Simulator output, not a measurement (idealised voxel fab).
The document below concerns the process module designated voxel double patterning.
Section shown: cut. Width: 230 nm. Cell size: 5 nm, square.
Think of the cross-section as a grid of square cells. We describe it in bands, top to bottom, and each band covers one or more rows of those cells. Top height, bottom height, nm. Materials left to right, width each, nm. Single material + "all across" = fills band edge to edge. "empty" = empty. Beneath 0, the wafer as received is one material, and that level is where height counting begins. The lowest band goes on downward without a bottom; it is written like "top 0, no bottom". The expression "30 to 40" gives the width at the extremes of the band, the first number at its top row of cells and the second at its bottom row, with the width changing by equal amounts from each row to the next in between. Where the words "no modification" appear for a step, the cross-section shows no cell changed by that step; every cell remained as before. "Enclosed void list" means: voids of 8 cells or more that are shut off from the top with no open way through. Written width x height at distance, distance from the left edge, in nm. On each step's line, the part that comes after the settings is the simulator's own comment on the step. overlay nm: where the mask lay relative to plan, measured to the right, on steps with a mask; negatives go left.

# Steps in the process plan
1 RECEIVE (material Si)
2 CONFORMAL_DEP (material SiO2; thk nm 5)
3 DIRECTIONAL_DEP (material TiN; thk nm 10)
4 DIRECTIONAL_DEP (material SiN; thk nm 5)
5 MASKED_ETCH (tone open; mask id FIRST; width nm 15; pitch nm 50; etch materials SiN; depth nm 5; overlay nm 0)
6 MASKED_ETCH (tone open; mask id SECOND; width nm 15; etch materials SiN; depth nm 5; overlay nm 0)
7 DIRECTIONAL_ETCH (etch materials TiN; depth nm 10)
8 STRIP (etch materials SiN)

# Cross-section of the wafer upon arrival, representing the state reached after step 1
  top 0, no bottom | Si all across
  Enclosed void list: none

# End-of-module cross-section. Starting structure and process plan as above; one mistake made in running it
  top 20, bottom 10 | TiN (80) | empty (15) | TiN (10) | empty (15) | TiN (10) | empty (15) | TiN (85)
  top 10, bottom 5 | TiN all across
  top 5, bottom 0 | SiO2 all across
  top 0, no bottom | Si all across
  Enclosed void list: none
The mistake made against the process plan was this: heads up, step 3 didn't go per plan, it actually ran as DIRECTIONAL_DEP (material TiN; thk nm 15)
